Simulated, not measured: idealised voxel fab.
Documented hereafter: the process module known as voxel tone inversion.
Square cells of 5 nm make up the cross-section cut, whose width is 270 nm.
Square cells in a grid make up a cross-section in this document, and the grid is given as bands, listed from the top down, each one or more rows of cells. The band entry comprises the height of the band's top followed by the height of its bottom, expressed in nm, and subsequently the band's materials from left to right, each stated together with its width in nm. Where a single material is marked with the word "all across", that material fills the band from edge to edge. The word "blank" represents empty space. Ref level 0: as-received wafer is one material below here. Bottom band extends down with no lower bound ("top 0, no bottom"). Width: "30 to 40" (first number = top row, second number = bottom row, same change from row to row of cells). Reading "left unchanged" for a step: not a cell of the cross-section changed in it. Look at "Closed internal cavities" for the closed voids: empty spaces with no open path to the top, sized 8 cells or up. Each is width x height at distance, distance from the left edge, all nm. What comes after the settings on a step's line is commentary from the simulator itself on that step. The line of a step may include "overlay nm". On a step with a mask, this value is how far to the right of its planned place the mask lay. A negative value means the mask lay to the left.
The steps planned for the process are as follows
1 RECEIVE | material Si
2 CONFORMAL_DEP | material SiN | thk nm 10
3 DIRECTIONAL_DEP | material polySi | thk nm 15
4 PATTERN | tone cover | mask id POSTS | material resist | width nm 20 | pitch nm 40 | thk nm 25 | overlay nm 0
5 DIRECTIONAL_ETCH | etch materials polySi | depth nm 15
6 STRIP | etch materials resist
7 FILL_DEP | material lowk | thk nm 5
8 CMP | height nm 25
9 STRIP | etch materials polySi
10 CONFORMAL_DEP | material TiN | thk nm 5
11 FILL_DEP | material Ru | thk nm 10
12 CMP | height nm 25
13 CONFORMAL_DEP | material SiCN | thk nm 5
The following pertains to the first of two wafers, which was processed as planned
Cross-section of the wafer at receipt, which is the condition after step 1
    top 0, no bottom = Si all across
    Closed internal cavities: none
After step 2, in cross-section
    top 10, bottom 0 = SiN all across
    At heights below 0, the structure remains unaltered.
After step 3, in cross-section
    top 25, bottom 10 = polySi all across
    At heights below 10, the structure remains unaltered.
After step 4, in cross-section
    top 50, bottom 25 = blank: 85 / resist: 20 / blank: 20 / resist: 20 / blank: 20 / resist: 20 / blank: 85
    At heights below 25, the structure remains unaltered.
After step 5, in cross-section
    top 50, bottom 25 = blank: 85 / resist: 20 / blank: 20 / resist: 20 / blank: 20 / resist: 20 / blank: 85
    top 25, bottom 10 = blank: 85 / polySi: 20 / blank: 20 / polySi: 20 / blank: 20 / polySi: 20 / blank: 85
    At heights below 10, the structure remains unaltered.
After step 6, in cross-section
    top 25, bottom 10 = blank: 85 / polySi: 20 / blank: 20 / polySi: 20 / blank: 20 / polySi: 20 / blank: 85
    At heights below 10, the structure remains unaltered.
After step 7, in cross-section
    top 30, bottom 25 = lowk all across
    top 25, bottom 10 = lowk: 85 / polySi: 20 / lowk: 20 / polySi: 20 / lowk: 20 / polySi: 20 / lowk: 85
    At heights below 10, the structure remains unaltered.
After step 8, in cross-section
    top 25, bottom 10 = lowk: 85 / polySi: 20 / lowk: 20 / polySi: 20 / lowk: 20 / polySi: 20 / lowk: 85
    At heights below 10, the structure remains unaltered.
After step 9, in cross-section
    top 25, bottom 10 = lowk: 85 / blank: 20 / lowk: 20 / blank: 20 / lowk: 20 / blank: 20 / lowk: 85
    At heights below 10, the structure remains unaltered.
After step 10, in cross-section
    top 30, bottom 25 = TiN: 90 / blank: 10 / TiN: 30 / blank: 10 / TiN: 30 / blank: 10 / TiN: 90
    top 25, bottom 15 = lowk: 85 / TiN: 5 / blank: 10 / TiN: 5 / lowk: 20 / TiN: 5 / blank: 10 / TiN: 5 / lowk: 20 / TiN: 5 / blank: 10 / TiN: 5 / lowk: 85
    top 15, bottom 10 = lowk: 85 / TiN: 20 / lowk: 20 / TiN: 20 / lowk: 20 / TiN: 20 / lowk: 85
    At heights below 10, the structure remains unaltered.
After step 11, in cross-section
    top 40, bottom 30 = Ru all across
    top 30, bottom 25 = TiN: 90 / Ru: 10 / TiN: 30 / Ru: 10 / TiN: 30 / Ru: 10 / TiN: 90
    top 25, bottom 15 = lowk: 85 / TiN: 5 / Ru: 10 / TiN: 5 / lowk: 20 / TiN: 5 / Ru: 10 / TiN: 5 / lowk: 20 / TiN: 5 / Ru: 10 / TiN: 5 / lowk: 85
    At heights below 15, the structure remains unaltered.
After step 12, in cross-section
    top 25, bottom 15 = lowk: 85 / TiN: 5 / Ru: 10 / TiN: 5 / lowk: 20 / TiN: 5 / Ru: 10 / TiN: 5 / lowk: 20 / TiN: 5 / Ru: 10 / TiN: 5 / lowk: 85
    At heights below 15, the structure remains unaltered.
After step 13, in cross-section
    top 30, bottom 25 = SiCN all across
    At heights below 25, the structure remains unaltered.
Second wafer - shared start and plan with the first - one error in running - same as the first up to step 4 inclusive
Second wafer at the planned finish of step 5, seen in cross-section
    top 50, bottom 25 = blank: 85 / resist: 20 / blank: 20 / resist: 20 / blank: 20 / resist: 20 / blank: 85
    top 25, bottom 10 = blank: 85 / polySi: 20 / blank: 20 / polySi: 20 / blank: 20 / polySi: 20 / blank: 85
    At heights below 10, the structure remains unaltered.
Second wafer at the planned finish of step 6, seen in cross-section
    top 25, bottom 10 = blank: 85 / polySi: 20 / blank: 20 / polySi: 20 / blank: 20 / polySi: 20 / blank: 85
    At heights below 10, the structure remains unaltered.
Second wafer at the planned finish of step 7, seen in cross-section
    top 30, bottom 25 = lowk all across
    top 25, bottom 10 = lowk: 85 / polySi: 20 / lowk: 20 / polySi: 20 / lowk: 20 / polySi: 20 / lowk: 85
    At heights below 10, the structure remains unaltered.
Second wafer at the planned finish of step 8, seen in cross-section
    top 25, bottom 10 = lowk: 85 / polySi: 20 / lowk: 20 / polySi: 20 / lowk: 20 / polySi: 20 / lowk: 85
    At heights below 10, the structure remains unaltered.
Second wafer at the planned finish of step 9, seen in cross-section
    top 25, bottom 10 = lowk: 85 / blank: 20 / lowk: 20 / blank: 20 / lowk: 20 / blank: 20 / lowk: 85
    At heights below 10, the structure remains unaltered.
Second wafer at the planned finish of step 10, seen in cross-section
    top 30, bottom 25 = TiN: 90 / blank: 10 / TiN: 30 / blank: 10 / TiN: 30 / blank: 10 / TiN: 90
    top 25, bottom 15 = lowk: 85 / TiN: 5 / blank: 10 / TiN: 5 / lowk: 20 / TiN: 5 / blank: 10 / TiN: 5 / lowk: 20 / TiN: 5 / blank: 10 / TiN: 5 / lowk: 85
    top 15, bottom 10 = lowk: 85 / TiN: 20 / lowk: 20 / TiN: 20 / lowk: 20 / TiN: 20 / lowk: 85
    At heights below 10, the structure remains unaltered.
Second wafer at the planned finish of step 11, seen in cross-section
    top 40, bottom 30 = Ru all across
    top 30, bottom 25 = TiN: 90 / Ru: 10 / TiN: 30 / Ru: 10 / TiN: 30 / Ru: 10 / TiN: 90
    top 25, bottom 15 = lowk: 85 / TiN: 5 / Ru: 10 / TiN: 5 / lowk: 20 / TiN: 5 / Ru: 10 / TiN: 5 / lowk: 20 / TiN: 5 / Ru: 10 / TiN: 5 / lowk: 85
    At heights below 15, the structure remains unaltered.
Second wafer at the planned finish of step 12, seen in cross-section
    top 25, bottom 15 = lowk: 85 / TiN: 5 / Ru: 10 / TiN: 5 / lowk: 20 / TiN: 5 / Ru: 10 / TiN: 5 / lowk: 20 / TiN: 5 / Ru: 10 / TiN: 5 / lowk: 85
    At heights below 15, the structure remains unaltered.
Second wafer at the planned finish of step 13, seen in cross-section
    top 30, bottom 25 = SiCN all across
    At heights below 25, the structure remains unaltered.
In executing the process, a mistake was made relative to the plan: step 5 of the plan saw execution twice
Given identical final cross-sections on the two wafers, the mistake has no effect on any quantity computed by this model.
